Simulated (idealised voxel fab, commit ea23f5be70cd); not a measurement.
process module | voxel plated lines
cross-section cut | 225 nm wide | cells 5 nm
A cross-section is a grid of square cells, given in bands from the top down. A band is one or more rows of cells.
Each band's line starts with the height of the band's top and of its bottom, in nm. Then come its materials from left to right, each with its width in nm. One material with "throughout" fills the band from edge to edge. "air" is empty space.
Height 0 is the level under which the wafer as received is all one material. The lowest band goes on downwards, as in "0 down".
A width such as "30 to 40" changes by the same amount from each row of cells to the next, from the band's top row to its bottom row.
"no change" after a step means that no cell of the cross-section changed.
closed voids: empty space of 8 cells or more with no open way to the top, each as width x height at its distance from the left edge, in nm
after a step's settings: what the simulator itself notes on the step
overlay nm, on a step with a mask: how far to the right of its planned place the mask lay; to the left if negative
plan
1 op RECEIVE | material Si
2 op CONFORMAL_DEP | material Al2O3 | thk nm 15
3 op DIRECTIONAL_DEP | material TiN | thk nm 5
4 op PATTERN | tone open | mask id LINES | material resist | width nm 30 | pitch nm 55 | thk nm 30 | overlay nm 0
5 op EPI | material Ru | thk nm 5
6 op EPI | material Ru | thk nm 5
7 op STRIP | etch materials resist
8 op DIRECTIONAL_ETCH | etch materials TiN | depth nm 5
9 op CONFORMAL_DEP | material SiO2 | thk nm 10
as received, after step 1
  0 down: Si throughout
  closed voids: none
first wafer at the end, as planned
  40 to 30: air 5 | SiO2 50 | air 5 | SiO2 50 | air 5 | SiO2 50 | air 5 | SiO2 50 | air 5
  30 to 25: air 5 | SiO2 10 | Ru 30 | SiO2 10 | air 5 | SiO2 10 | Ru 30 | SiO2 10 | air 5 | SiO2 10 | Ru 30 | SiO2 10 | air 5 | SiO2 10 | Ru 30 | SiO2 10 | air 5
  25 to 20: SiO2 15 | Ru 30 | SiO2 25 | Ru 30 | SiO2 25 | Ru 30 | SiO2 25 | Ru 30 | SiO2 15
  20 to 15: SiO2 15 | TiN 30 | SiO2 25 | TiN 30 | SiO2 25 | TiN 30 | SiO2 25 | TiN 30 | SiO2 15
  15 to 0: Al2O3 throughout
  0 down: Si throughout
  closed voids: none
second wafer at the end: like start, like plan, one mistake
  50 to 40: air 5 | SiO2 50 | air 5 | SiO2 50 | air 5 | SiO2 50 | air 5 | SiO2 50 | air 5
  40 to 35: air 5 | SiO2 10 | Ru 30 | SiO2 10 | air 5 | SiO2 10 | Ru 30 | SiO2 10 | air 5 | SiO2 10 | Ru 30 | SiO2 10 | air 5 | SiO2 10 | Ru 30 | SiO2 10 | air 5
  35 to 30: SiO2 15 | Ru 30 | SiO2 25 | Ru 30 | SiO2 25 | Ru 30 | SiO2 25 | Ru 30 | SiO2 15
  30 to 25: SiO2 15 | TiN 30 | SiO2 25 | TiN 30 | SiO2 25 | TiN 30 | SiO2 25 | TiN 30 | SiO2 15
  25 to 0: Al2O3 throughout
  0 down: Si throughout
  closed voids: none
what went wrong: step 2 ran as: op CONFORMAL_DEP | material Al2O3 | thk nm 25
at the end the second wafer has, in cells: 90 more of Al2O3
